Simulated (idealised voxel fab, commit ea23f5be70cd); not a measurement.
process module | voxel self aligned vias
cross-section cut | 300 nm wide | cells 5 nm
A cross-section is a grid of square cells, given in bands from the top down. A band is one or more rows of cells.
Each band's line starts with the height of the band's top and of its bottom, in nm. Then come its materials from left to right, each with its width in nm. One material with "throughout" fills the band from edge to edge. "air" is empty space.
Height 0 is the level under which the wafer as received is all one material. The lowest band goes on downwards, as in "0 down".
A width such as "30 to 40" changes by the same amount from each row of cells to the next, from the band's top row to its bottom row.
"no change" after a step means that no cell of the cross-section changed.
closed voids: empty space of 8 cells or more with no open way to the top, each as width x height at its distance from the left edge, in nm
after a step's settings: what the simulator itself notes on the step
overlay nm, on a step with a mask: how far to the right of its planned place the mask lay; to the left if negative
plan
1 op RECEIVE | material Si
2 op CONFORMAL_DEP | material SiO2 | thk nm 10
3 op CONFORMAL_DEP | material SiCN | thk nm 5
4 op DIRECTIONAL_DEP | material lowk | thk nm 20
5 op DIRECTIONAL_DEP | material aC | thk nm 10
6 op PATTERN | tone open | mask id LINES | material resist | width nm 20 | pitch nm 70 | thk nm 30 | overlay nm -15
7 op DIRECTIONAL_ETCH | etch materials aC | depth nm 10
8 op STRIP | etch materials resist
9 op DIRECTIONAL_ETCH | etch materials lowk | depth nm 20
10 op STRIP | etch materials aC
11 op CONFORMAL_DEP | material TiN | thk nm 5
12 op FILL_DEP | material W | thk nm 10
13 op CMP | height nm 35
14 op SELECTIVE_ETCH | etch materials W Ru TiN | depth nm 5
15 op FILL_DEP | material SiN | thk nm 5
16 op CMP | height nm 35
17 op DIRECTIONAL_DEP | material lowk | thk nm 20
18 op PATTERN | tone open | mask id VIAS | material resist | width nm 40 | thk nm 20 | overlay nm 0
19 op DIRECTIONAL_ETCH | etch materials lowk | depth nm 20
20 op DIRECTIONAL_ETCH | etch materials SiN | depth nm 5
21 op STRIP | etch materials resist
22 op CONFORMAL_DEP | material TiN | thk nm 5
23 op FILL_DEP | material W | thk nm 10
24 op CMP | height nm 55
25 op CONFORMAL_DEP | material SiN | thk nm 5
varied across the wafers: overlay nm of step 6. The plan shows the first wafer's value. All wafers start alike
first wafer as received, after step 1
  0 down: Si throughout
  closed voids: none
first wafer at the end, after step 25
  60 to 55: SiN throughout
  55 to 40: lowk 95 | TiN 5 | W 30 | TiN 5 | lowk 165
  40 to 35: lowk 95 | TiN 5 | W 5 | TiN 30 | lowk 165
  35 to 30: lowk 90 | SiN 5 | TiN 15 | lowk 50 | SiN 20 | lowk 120
  30 to 20: lowk 90 | TiN 5 | W 10 | TiN 5 | lowk 50 | TiN 5 | W 10 | TiN 5 | lowk 120
  20 to 15: lowk 90 | TiN 20 | lowk 50 | TiN 20 | lowk 120
  15 to 10: SiCN throughout
  10 to 0: SiO2 throughout
  0 down: Si throughout
  closed voids: none
last wafer at the end
  60 to 55: SiN throughout
  55 to 40: lowk 95 | TiN 5 | W 30 | TiN 5 | lowk 165
  40 to 35: lowk 95 | TiN 30 | W 5 | TiN 5 | lowk 165
  35 to 30: lowk 120 | TiN 15 | SiN 5 | lowk 50 | SiN 20 | lowk 90
  30 to 20: lowk 120 | TiN 5 | W 10 | TiN 5 | lowk 50 | TiN 5 | W 10 | TiN 5 | lowk 90
  20 to 15: lowk 120 | TiN 20 | lowk 50 | TiN 20 | lowk 90
  15 to 10: SiCN throughout
  10 to 0: SiO2 throughout
  0 down: Si throughout
  closed voids: none
each wafer at the end: cells of each material gained (+) or lost (-) since it was received, then its closed voids
overlay nm -15 | +60 SiCN | +65 SiN | +120 SiO2 | +32 TiN | +27 W | +416 lowk | closed voids: none
overlay nm -10 | +60 SiCN | +64 SiN | +120 SiO2 | +32 TiN | +28 W | +416 lowk | closed voids: none
overlay nm -5 | +60 SiCN | +64 SiN | +120 SiO2 | +32 TiN | +28 W | +416 lowk | closed voids: none
overlay nm 0 | +60 SiCN | +64 SiN | +120 SiO2 | +32 TiN | +28 W | +416 lowk | closed voids: none
overlay nm 5 | +60 SiCN | +64 SiN | +120 SiO2 | +32 TiN | +28 W | +416 lowk | closed voids: none
overlay nm 10 | +60 SiCN | +64 SiN | +120 SiO2 | +32 TiN | +28 W | +416 lowk | closed voids: none
overlay nm 15 | +60 SiCN | +65 SiN | +120 SiO2 | +32 TiN | +27 W | +416 lowk | closed voids: none
